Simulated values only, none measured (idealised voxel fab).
The following is a process module called voxel wiring stack.
Each square cell in cross-section cut measures 5 nm, and the section as a whole is 260 nm wide.
We lay out every cross-section as a grid of square cells and spell it out in bands from the top down, where one band means one or more rows of cells. Within each band entry, the heights of the top and of the bottom of the band appear first, in that order and in nm; the materials of the band then follow from left to right, each with its corresponding width in nm. The designation "edge to edge" on a single material indicates that it fills the band from edge to edge; the designation "empty" indicates empty space. Measure heights from 0. That's the level where, below it, the as-received wafer is all one material. The lowest band is bottomless and extends downward; write it as in "0 down". The notation "30 to 40" denotes a width that varies across the rows of cells in the band, beginning at the first number in the top row, finishing at the second number in the bottom row, and changing by an identical amount from each row to the next. For the purposes of this document, the phrase "no change occurred" attached to a step denotes that no cell within the cross-section was modified by that step. The label "Trapped cavities" introduces a list of the empty spaces, 8 cells or larger, that have no open way up to the top; each entry in it reads width x height at distance, where the distance is taken from the left edge and all three are stated in nm. Post-settings text on a step line: simulator's own remark regarding the step. For masked steps, "overlay nm" on the step line gives how far right of plan the mask actually lay; a minus sign means it lay to the left.

PROCESS STEPS FORESEEN IN THE PLAN
1 RECEIVE (material Si)
2 CONFORMAL_DEP (material SiO2; thk nm 10)
3 DIRECTIONAL_DEP (material TiN; thk nm 5)
4 DIRECTIONAL_DEP (material Ru; thk nm 20)
5 PATTERN (tone cover; mask id METAL_1; material resist; width nm 30; pitch nm 50; thk nm 20; overlay nm 0)
6 DIRECTIONAL_ETCH (etch materials Ru; depth nm 20)
7 DIRECTIONAL_ETCH (etch materials TiN; depth nm 5)
8 STRIP (etch materials resist)
9 FILL_DEP (material SiO2; thk nm 5)
10 CMP (height nm 35)
11 CONFORMAL_DEP (material SiCN; thk nm 5)
12 DIRECTIONAL_DEP (material SiO2; thk nm 10)
13 DIRECTIONAL_DEP (material aC; thk nm 10)
14 PATTERN (tone open; mask id PLUG_1; material resist; width nm 15; pitch nm 50; thk nm 25; overlay nm 0)
15 DIRECTIONAL_ETCH (etch materials aC; depth nm 10)
16 STRIP (etch materials resist)
17 DIRECTIONAL_ETCH (etch materials SiO2; depth nm 10)
18 DIRECTIONAL_ETCH (etch materials SiCN; depth nm 5)
19 STRIP (etch materials aC)
20 EPI (material Ru; thk nm 10)
21 EPI (material Ru; thk nm 5)
22 DIRECTIONAL_DEP (material TiN; thk nm 5)
23 DIRECTIONAL_DEP (material Ru; thk nm 25)
24 DIRECTIONAL_DEP (material aC; thk nm 10)
25 PATTERN (tone cover; mask id METAL_2; material resist; width nm 30; pitch nm 50; thk nm 30; overlay nm 0)
26 DIRECTIONAL_ETCH (etch materials aC; depth nm 10)
27 STRIP (etch materials resist)
28 DIRECTIONAL_ETCH (etch materials Ru; depth nm 25)
29 DIRECTIONAL_ETCH (etch materials TiN; depth nm 5)
30 STRIP (etch materials aC)
31 FILL_DEP (material SiO2; thk nm 10)
32 CMP (height nm 80)
33 CONFORMAL_DEP (material SiCN; thk nm 5)
34 DIRECTIONAL_DEP (material lowk; thk nm 25)
35 DIRECTIONAL_DEP (material aC; thk nm 15)
36 PATTERN (tone open; mask id METAL_3_HOLES; material resist; width nm 15; pitch nm 50; thk nm 35; overlay nm 0)
37 DIRECTIONAL_ETCH (etch materials aC; depth nm 15)
38 STRIP (etch materials resist)
39 DIRECTIONAL_ETCH (etch materials lowk; depth nm 25)
40 STRIP (etch materials aC)
41 DIRECTIONAL_DEP (material aC; thk nm 10)
42 PATTERN (tone open; mask id METAL_3; material resist; width nm 30; pitch nm 50; thk nm 25; overlay nm 0)
43 DIRECTIONAL_ETCH (etch materials aC; depth nm 10)
44 STRIP (etch materials resist)
45 DIRECTIONAL_ETCH (etch materials lowk; depth nm 15)
46 DIRECTIONAL_ETCH (etch materials SiCN; depth nm 5)
47 STRIP (etch materials aC)
48 CONFORMAL_DEP (material TiN; thk nm 5)
49 FILL_DEP (material Cu; thk nm 5)
50 CMP (height nm 110)
51 CONFORMAL_DEP (material SiCN; thk nm 5)
52 DIRECTIONAL_DEP (material SiO2; thk nm 15)
53 DIRECTIONAL_DEP (material aC; thk nm 10)
54 PATTERN (tone open; mask id PLUG_3; material resist; width nm 15; pitch nm 50; thk nm 25; overlay nm 0)
55 DIRECTIONAL_ETCH (etch materials aC; depth nm 10)
56 STRIP (etch materials resist)
57 DIRECTIONAL_ETCH (etch materials SiO2; depth nm 15)
58 DIRECTIONAL_ETCH (etch materials SiCN; depth nm 5)
59 STRIP (etch materials aC)
60 EPI (material Ru; thk nm 10)
61 EPI (material Ru; thk nm 10)
62 DIRECTIONAL_DEP (material TiN; thk nm 5)
63 DIRECTIONAL_DEP (material Ru; thk nm 20)
64 MASKED_ETCH (tone cover; mask id METAL_4; width nm 30; pitch nm 50; etch materials Ru; depth nm 20; overlay nm 0)
65 MASKED_ETCH (tone cover; mask id METAL_4; width nm 30; pitch nm 50; etch materials TiN; depth nm 5; overlay nm 0)
66 FILL_DEP (material SiO2; thk nm 5)
67 CMP (height nm 155)
68 CONFORMAL_DEP (material SiCN; thk nm 5)

CROSS-SECTION OF THE WAFER AS IT CAME TO US, I.E., ALREADY THROUGH STEP 1
* 0 down = Si edge to edge
* Trapped cavities: none

THIS IS HOW THE WAFER LOOKS IN CROSS-SECTION ONCE THE MODULE IS DONE, GIVEN THE STARTING STATE AND PLAN ABOVE AND ONE MISTAKE IN CARRYING THE PLAN OUT
* 160 to 155 = SiCN edge to edge
* 155 to 135 = SiO2: 40 | Ru: 30 | SiO2: 20 | Ru: 30 | SiO2: 20 | Ru: 30 | SiO2: 20 | Ru: 30 | SiO2: 40
* 135 to 130 = SiO2: 40 | TiN: 30 | SiO2: 20 | TiN: 30 | SiO2: 20 | TiN: 30 | SiO2: 20 | TiN: 30 | SiO2: 40
* 130 to 115 = SiO2: 40 | Ru: 15 | SiO2: 35 | Ru: 15 | SiO2: 35 | Ru: 15 | SiO2: 35 | Ru: 15 | SiO2: 55
* 115 to 110 = SiCN: 40 | Ru: 15 | SiCN: 35 | Ru: 15 | SiCN: 35 | Ru: 15 | SiCN: 35 | Ru: 15 | SiCN: 55
* 110 to 100 = lowk: 40 | TiN: 5 | Cu: 20 | TiN: 5 | lowk: 20 | TiN: 5 | Cu: 20 | TiN: 5 | lowk: 20 | TiN: 5 | Cu: 20 | TiN: 5 | lowk: 20 | TiN: 5 | Cu: 20 | TiN: 5 | lowk: 40
* 100 to 95 = lowk: 40 | TiN: 5 | Cu: 5 | TiN: 20 | lowk: 20 | TiN: 5 | Cu: 5 | TiN: 20 | lowk: 20 | TiN: 5 | Cu: 5 | TiN: 20 | lowk: 20 | TiN: 5 | Cu: 5 | TiN: 20 | lowk: 40
* 95 to 85 = lowk: 40 | TiN: 5 | Cu: 5 | TiN: 5 | lowk: 35 | TiN: 5 | Cu: 5 | TiN: 5 | lowk: 35 | TiN: 5 | Cu: 5 | TiN: 5 | lowk: 35 | TiN: 5 | Cu: 5 | TiN: 5 | lowk: 55
* 85 to 80 = SiCN: 40 | TiN: 15 | SiCN: 35 | TiN: 15 | SiCN: 35 | TiN: 15 | SiCN: 35 | TiN: 15 | SiCN: 55
* 80 to 75 = SiO2: 40 | TiN: 30 | SiO2: 20 | TiN: 30 | SiO2: 20 | TiN: 30 | SiO2: 20 | TiN: 30 | SiO2: 40
* 75 to 50 = Ru edge to edge
* 50 to 40 = SiO2: 40 | Ru: 15 | SiO2: 35 | Ru: 15 | SiO2: 35 | Ru: 15 | SiO2: 35 | Ru: 15 | SiO2: 55
* 40 to 35 = SiCN: 40 | Ru: 15 | SiCN: 35 | Ru: 15 | SiCN: 35 | Ru: 15 | SiCN: 35 | Ru: 15 | SiCN: 55
* 35 to 15 = SiO2: 40 | Ru: 30 | SiO2: 20 | Ru: 30 | SiO2: 20 | Ru: 30 | SiO2: 20 | Ru: 30 | SiO2: 40
* 15 to 10 = SiO2: 40 | TiN: 30 | SiO2: 20 | TiN: 30 | SiO2: 20 | TiN: 30 | SiO2: 20 | TiN: 30 | SiO2: 40
* 10 to 0 = SiO2 edge to edge
* 0 down = Si edge to edge
* Trapped cavities: none
Misprocessing identified: plan vs actual: 22 and 23 interchanged
